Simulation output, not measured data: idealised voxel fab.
process module | voxel trench capacitor
Cross-section cut spans 295 nm and uses square cells 5 nm in size.
Square cells in a grid make up a cross-section in this document, and the grid is given as bands, listed from the top down, each one or more rows of cells. Per band: top height and bottom height in nm, followed by the left-to-right materials and their widths in nm; "full width" marks a single material spanning edge to edge, "blank" marks empty space. Measure heights from 0. That's the level where, below it, the as-received wafer is all one material. The lowest band is bottomless and extends downward; write it as in "0 down". It should be noted that a width expressed as "30->40" varies in equal increments from row to row of cells within the band, taking the value of the first number at the top row and that of the second number at the bottom row. You'll sometimes find "everything unchanged" written for a step, and that's the way of saying that nowhere in the cross-section did a cell change during that step. If an empty space has no open way to the top and is at least 8 cells in size, "Closed void list" lists it, written width x height at distance, where distance is measured from the left edge and every value is in nm. Anything after a step's settings on that line? It's the simulator's own note about the step. What "overlay nm" on a step's line means: if the step has a mask, that mask lay this far to the right of its planned place, or, when the value is negative, to the left.
-- Planned process steps
- 1: RECEIVE with material Si
- 2: CONFORMAL_DEP with material SiN, thk nm 5
- 3: DIRECTIONAL_DEP with material aC, thk nm 10
- 4: PATTERN with tone open, mask id TRENCH, material resist, width nm 20, pitch nm 50, thk nm 30, overlay nm 0
- 5: DIRECTIONAL_ETCH with etch materials aC, depth nm 10
- 6: STRIP with etch materials resist
- 7: DIRECTIONAL_ETCH with etch materials SiN, depth nm 5
- 8: DIRECTIONAL_ETCH with etch materials Si, depth nm 35
- 9: STRIP with etch materials aC
- 10: CONFORMAL_DEP with material SiO2, thk nm 5
- 11: FILL_DEP with material polySi, thk nm 10
- 12: CMP with height nm 5
-- Cross-sectional view of the wafer in its as-received condition, corresponding to the state after step 1
* 0 down  Si full width
* Closed void list: none
-- Module complete - cross-section of the first of two wafers, run according to plan
* 5 to 0  SiN: 60, SiO2: 5, polySi: 10, SiO2: 5, SiN: 30, SiO2: 5, polySi: 10, SiO2: 5, SiN: 30, SiO2: 5, polySi: 10, SiO2: 5, SiN: 30, SiO2: 5, polySi: 10, SiO2: 5, SiN: 65
* 0 to -30  Si: 60, SiO2: 5, polySi: 10, SiO2: 5, Si: 30, SiO2: 5, polySi: 10, SiO2: 5, Si: 30, SiO2: 5, polySi: 10, SiO2: 5, Si: 30, SiO2: 5, polySi: 10, SiO2: 5, Si: 65
* -30 to -35  Si: 60, SiO2: 20, Si: 30, SiO2: 20, Si: 30, SiO2: 20, Si: 30, SiO2: 20, Si: 65
* -35 down  Si full width
* Closed void list: none
-- End of module, second wafer, cross-section. Started like the first, planned like the first, run with one mistake
* 5 to 0  SiN: 60, SiO2: 5, polySi: 10, SiO2: 5, SiN: 30, SiO2: 5, polySi: 10, SiO2: 5, SiN: 30, SiO2: 5, polySi: 10, SiO2: 5, SiN: 30, SiO2: 5, polySi: 10, SiO2: 5, SiN: 65
* 0 to -40  Si: 60, SiO2: 5, polySi: 10, SiO2: 5, Si: 30, SiO2: 5, polySi: 10, SiO2: 5, Si: 30, SiO2: 5, polySi: 10, SiO2: 5, Si: 30, SiO2: 5, polySi: 10, SiO2: 5, Si: 65
* -40 to -45  Si: 60, SiO2: 20, Si: 30, SiO2: 20, Si: 30, SiO2: 20, Si: 30, SiO2: 20, Si: 65
* -45 down  Si full width
* Closed void list: none
Which mistake was made when the wafer was run? step 8 ran differently from the plan; actual operation with settings: DIRECTIONAL_ETCH with etch materials Si, depth nm 45
FYI, end of process, the second wafer has more or fewer cells of some materials than the first: -32 Si | +16 SiO2 | +16 polySi
